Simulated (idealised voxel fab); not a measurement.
The document below concerns the process module designated voxel ribs on slabs.
The cross-section on display is named cut; it measures 290 nm wide, and its cells are 5 nm squares.
Bands, listed from the top down, are how a cross-section gets written in this document; the cross-section itself is a grid of square cells, and a band is one or more rows of them.
Quick guide to a band line: top height, bottom height (nm) up front; then every material left to right with its width in nm. Only one material and it's marked "everywhere"? Then it fills the band edge to edge. And "blank" just means empty space.
A quick word on heights: they are counted from 0, and under that level the wafer as it came to us is one material throughout. The lowest band is different from the rest in having no bottom; it simply continues downward, written as in "0 nm and below".
Read "30->40" as a graded width: first number on top, second number at the bottom, same change between each pair of neighbouring rows.
Any step labelled "nothing altered" changed none of the cells in the cross-section.
Basically, "Closed cavities" tells you about the enclosed voids: empty spaces with no open way to the top, 8 cells or bigger, each written width x height at distance, where distance is from the left edge, all in nm.
The remark found on a step's line after its settings is issued by the simulator itself and pertains to that step.
The line of a step may include "overlay nm". On a step with a mask, this value is how far to the right of its planned place the mask lay. A negative value means the mask lay to the left.

Listed below are the process steps as planned
1) RECEIVE: material Si
2) DIRECTIONAL_DEP: material SiO2, thk nm 30
3) DIRECTIONAL_DEP: material polySi, thk nm 20
4) MASKED_ETCH: tone cover, mask id RIB, width nm 25, etch materials polySi, depth nm 5, overlay nm 0
5) PATTERN: tone cover, mask id SLAB, material resist, width nm 55, thk nm 15, overlay nm 0
6) DIRECTIONAL_ETCH: etch materials polySi, depth nm 15
7) STRIP: etch materials resist
8) FILL_DEP: material SiO2, thk nm 20
9) CMP: height nm 60
10) DIRECTIONAL_DEP: material W, thk nm 5
11) MASKED_ETCH: tone cover, mask id HEATER, width nm 35, etch materials W, depth nm 5, overlay nm 0
12) CONFORMAL_DEP: material SiN, thk nm 10

Delivered wafer in cross-section: state after step 1
  0 nm and below = Si everywhere
  Closed cavities: none

Wafer at module end, in section. Began as above, planned as above, run with one mistake
  75 nm to 70 nm = blank (115), SiN (55), blank (120)
  70 nm to 65 nm = SiN everywhere
  65 nm to 60 nm = SiN (125), W (35), SiN (130)
  60 nm to 50 nm = SiO2 everywhere
  50 nm to 45 nm = SiO2 (130), polySi (25), SiO2 (135)
  45 nm to 30 nm = SiO2 (115), polySi (55), SiO2 (120)
  30 nm to 0 nm = SiN everywhere
  0 nm and below = Si everywhere
  Closed cavities: none
What was done differently from what was planned? rather than as planned, step 2 actually ran as DIRECTIONAL_DEP: material SiN, thk nm 30
